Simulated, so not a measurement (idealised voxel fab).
process module | voxel capacitor over wiring
250 nm wide, 5 nm square cells: that's cross-section cut.
When this document writes out a cross-section, it uses a grid of square cells and lists it as bands, beginning at the top and moving down, with a band standing for one or more rows of cells. Top height, bottom height, nm. Materials left to right, width each, nm. Single material + "everywhere" = fills band edge to edge. "air" = empty. Counting heights begins at 0, where everything beneath is, in the wafer as received, one material. The lowest band has no bottom; it goes on downwards, as "from 0 down" shows. Per-row width for "30..40": begins at first number (top row of band), ends at second number (bottom row), increment between rows held constant. Key: "nothing was modified" - step with no changed cell in the cross-section. Any empty space of 8 cells or more lacking an open way to the top shows up in "Encapsulated voids" as width x height at distance, distance from the left edge, in nm. It should be noted that, on the line of a given step, the content following the step's settings is a remark produced by the simulator itself with respect to that step. What "overlay nm" on a step's line means: if the step has a mask, that mask lay this far to the right of its planned place, or, when the value is negative, to the left.

# List of planned process steps
| 1 | RECEIVE with material Si |
| 2 | CONFORMAL_DEP with material SiO2, thk nm 10 |
| 3 | CONFORMAL_DEP with material SiCN, thk nm 5 |
| 4 | DIRECTIONAL_DEP with material lowk, thk nm 20 |
| 5 | PATTERN with tone open, mask id METAL_1, material resist, width nm 30, pitch nm 100, thk nm 15, overlay nm 0 |
| 6 | DIRECTIONAL_ETCH with etch materials lowk, depth nm 20 |
| 7 | DIRECTIONAL_ETCH with etch materials SiCN, depth nm 5 |
| 8 | STRIP with etch materials resist |
| 9 | CONFORMAL_DEP with material TiN, thk nm 5 |
| 10 | FILL_DEP with material W, thk nm 5 |
| 11 | CMP with height nm 35 |
| 12 | CONFORMAL_DEP with material SiCN, thk nm 5 |
| 13 | DIRECTIONAL_DEP with material lowk, thk nm 10 |
| 14 | PATTERN with tone open, mask id PLUG_1, material resist, width nm 15, thk nm 20, overlay nm 0 |
| 15 | DIRECTIONAL_ETCH with etch materials lowk, depth nm 10 |
| 16 | DIRECTIONAL_ETCH with etch materials SiCN, depth nm 5 |
| 17 | STRIP with etch materials resist |
| 18 | EPI with material Ru, thk nm 10 |
| 19 | EPI with material Ru, thk nm 5 |
| 20 | DIRECTIONAL_DEP with material TiN, thk nm 5 |
| 21 | DIRECTIONAL_DEP with material HfO2, thk nm 5 |
| 22 | DIRECTIONAL_DEP with material TiN, thk nm 10 |
| 23 | DIRECTIONAL_DEP with material aC, thk nm 10 |
| 24 | PATTERN with tone cover, mask id UPPER_PLATE, material resist, width nm 75, thk nm 30, overlay nm 0 |
| 25 | DIRECTIONAL_ETCH with etch materials aC, depth nm 10 |
| 26 | STRIP with etch materials resist |
| 27 | DIRECTIONAL_ETCH with etch materials TiN, depth nm 10 |
| 28 | DIRECTIONAL_ETCH with etch materials HfO2, depth nm 5 |
| 29 | STRIP with etch materials aC |
| 30 | DIRECTIONAL_DEP with material aC, thk nm 15 |
| 31 | PATTERN with tone cover, mask id LOWER_PLATE, material resist, width nm 85, thk nm 30, overlay nm 0 |
| 32 | DIRECTIONAL_ETCH with etch materials aC, depth nm 15 |
| 33 | STRIP with etch materials resist |
| 34 | DIRECTIONAL_ETCH with etch materials TiN, depth nm 5 |
| 35 | STRIP with etch materials aC |
| 36 | FILL_DEP with material SiO2, thk nm 15 |
| 37 | CMP with height nm 80 |
| 38 | DIRECTIONAL_DEP with material aC, thk nm 10 |
| 39 | PATTERN with tone open, mask id PLUG_2, material resist, width nm 15, thk nm 25, overlay nm 0 |
| 40 | DIRECTIONAL_ETCH with etch materials aC, depth nm 10 |
| 41 | STRIP with etch materials resist |
| 42 | DIRECTIONAL_ETCH with etch materials SiO2, depth nm 10 |
| 43 | STRIP with etch materials aC |
| 44 | CONFORMAL_DEP with material TiN, thk nm 5 |
| 45 | FILL_DEP with material W, thk nm 5 |
| 46 | CMP with height nm 80 |
| 47 | CONFORMAL_DEP with material SiCN, thk nm 5 |

# Wafer as received: cross-section following step 1
- from 0 down: Si everywhere
- Encapsulated voids: none

# Sectioned view, first of two wafers, at the close of the module, processed as intended in the plan
- from 85 to 80: SiCN everywhere
- from 80 to 75: 85 of SiO2 / 5 of TiN / 5 of W / 5 of TiN / 150 of SiO2
- from 75 to 70: 85 of SiO2 / 15 of TiN / 150 of SiO2
- from 70 to 60: 75 of SiO2 / 75 of TiN / 100 of SiO2
- from 60 to 55: 75 of SiO2 / 75 of HfO2 / 100 of SiO2
- from 55 to 50: 70 of SiO2 / 85 of TiN / 95 of SiO2
- from 50 to 40: 75 of lowk / 15 of Ru / 160 of lowk
- from 40 to 35: 75 of SiCN / 15 of Ru / 160 of SiCN
- from 35 to 15: 60 of lowk / 5 of TiN / 20 of W / 5 of TiN / 70 of lowk / 5 of TiN / 20 of W / 5 of TiN / 60 of lowk
- from 15 to 10: 60 of SiCN / 30 of TiN / 70 of SiCN / 30 of TiN / 60 of SiCN
- from 10 to 0: SiO2 everywhere
- from 0 down: Si everywhere
- Encapsulated voids: none

# Now the second wafer, cross-sectioned at the end of the module. Nothing different at the start, nothing different in the plan compared with the first, just one mistake when it was actually run
- from 85 to 80: SiCN everywhere
- from 80 to 70: 75 of SiO2 / 25 of TiN / 150 of SiO2
- from 70 to 65: 75 of SiO2 / 25 of HfO2 / 50 of TiN / 100 of SiO2
- from 65 to 60: 70 of SiO2 / 80 of TiN / 100 of SiO2
- from 60 to 55: 65 of SiO2 / 35 of Ru / 50 of HfO2 / 100 of SiO2
- from 55 to 50: 65 of SiO2 / 35 of Ru / 55 of TiN / 95 of SiO2
- from 50 to 40: 75 of lowk / 15 of Ru / 160 of lowk
- from 40 to 35: 75 of SiCN / 15 of Ru / 160 of SiCN
- from 35 to 15: 60 of lowk / 5 of TiN / 20 of W / 5 of TiN / 70 of lowk / 5 of TiN / 20 of W / 5 of TiN / 60 of lowk
- from 15 to 10: 60 of SiCN / 30 of TiN / 70 of SiCN / 30 of TiN / 60 of SiCN
- from 10 to 0: SiO2 everywhere
- from 0 down: Si everywhere
- Encapsulated voids: none
Deviation noted in wafer processing: step 18 in the plan was executed twice
Final wafer comparison in cells, second versus first, more or fewer per material: 14 more of Ru, 8 fewer of SiO2, 5 fewer of TiN, 1 fewer of W
